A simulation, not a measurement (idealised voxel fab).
Module name: voxel released beams (process module)
Section cut is 180 nm wide and gridded with 5 nm square cells.
Bands, listed from the top down, are how a cross-section gets written in this document; the cross-section itself is a grid of square cells, and a band is one or more rows of them.
In this notation a band is specified by the heights of its top and bottom, in that order and in nm, after which its materials appear from left to right, each paired with its width in nm. The word "throughout" attached to a single material means that material fills the band from edge to edge; the word "blank" stands for empty space.
Note: height 0 marks the level under which the wafer is uniformly one material as received. Lowest band unbounded below, written "0..down".
The width entry "30 to 40" should be interpreted row by row: the top row of cells in the band takes the first number, the bottom row takes the second number, and the change between adjacent rows is uniform throughout.
What does "nothing altered" mean for a step? It means no cell of the cross-section changed in that step.
Closed-off voids of 8+ cells (no open route to the top) go in "Voids, sealed", written width x height at distance from the left edge, in nm.
Step line, after settings: the simulator's comment on this step.
overlay nm: for a step with a mask, the amount by which the mask lay right of where it was planned; a negative amount means left of it.
## Process steps foreseen in the plan
step 1: RECEIVE | material Si
step 2: CONFORMAL_DEP | material SiN | thk nm 10
step 3: DIRECTIONAL_DEP | material SiO2 | thk nm 20
step 4: PATTERN | tone open | mask id ANCHOR | material resist | width nm 35 | thk nm 15 | overlay nm 0
step 5: DIRECTIONAL_ETCH | etch materials SiO2 | depth nm 20
step 6: STRIP | etch materials resist
step 7: CONFORMAL_DEP | material TiN | thk nm 15
step 8: DIRECTIONAL_DEP | material aC | thk nm 15
step 9: PATTERN | tone cover | mask id BEAM | material resist | width nm 100 | thk nm 30 | overlay nm 0
step 10: DIRECTIONAL_ETCH | etch materials aC | depth nm 15
step 11: STRIP | etch materials resist
step 12: DIRECTIONAL_ETCH | etch materials TiN | depth nm 15
step 13: STRIP | etch materials aC
step 14: STRIP | etch materials SiO2
## Cross-section of the wafer upon arrival, representing the state reached after step 1
> 0..down = Si throughout
> Voids, sealed: none
## First of two wafers, end-of-module section, run followed plan
> 45..30 = 35 blank | 20 TiN | 5 blank | 75 TiN | 45 blank
> 30..25 = 40 blank | 15 TiN | 5 blank | 15 TiN | 105 blank
> 25..10 = 40 blank | 35 TiN | 105 blank
> 10..0 = SiN throughout
> 0..down = Si throughout
> Voids, sealed: none
## Cross-section, wafer two of two, end of module: same start and plan as wafer one, one error in execution
> 45..30 = 35 blank | 55 TiN | 90 blank
> 30..25 = 25 blank | 15 TiN | 35 SiO2 | 15 TiN | 90 blank
> 25..10 = 25 blank | 15 TiN | 35 SiO2 | 60 TiN | 45 blank
> 10..0 = SiN throughout
> 0..down = Si throughout
> Voids, sealed: none
Against the plan, the run slipped here: step 4 changed vs plan, executed as PATTERN | tone cover | mask id ANCHOR | material resist | width nm 35 | thk nm 15 | overlay nm 0
In the final state, the cell counts of the second wafer exceed or fall short of those of the first for the following materials: SiO2 +28
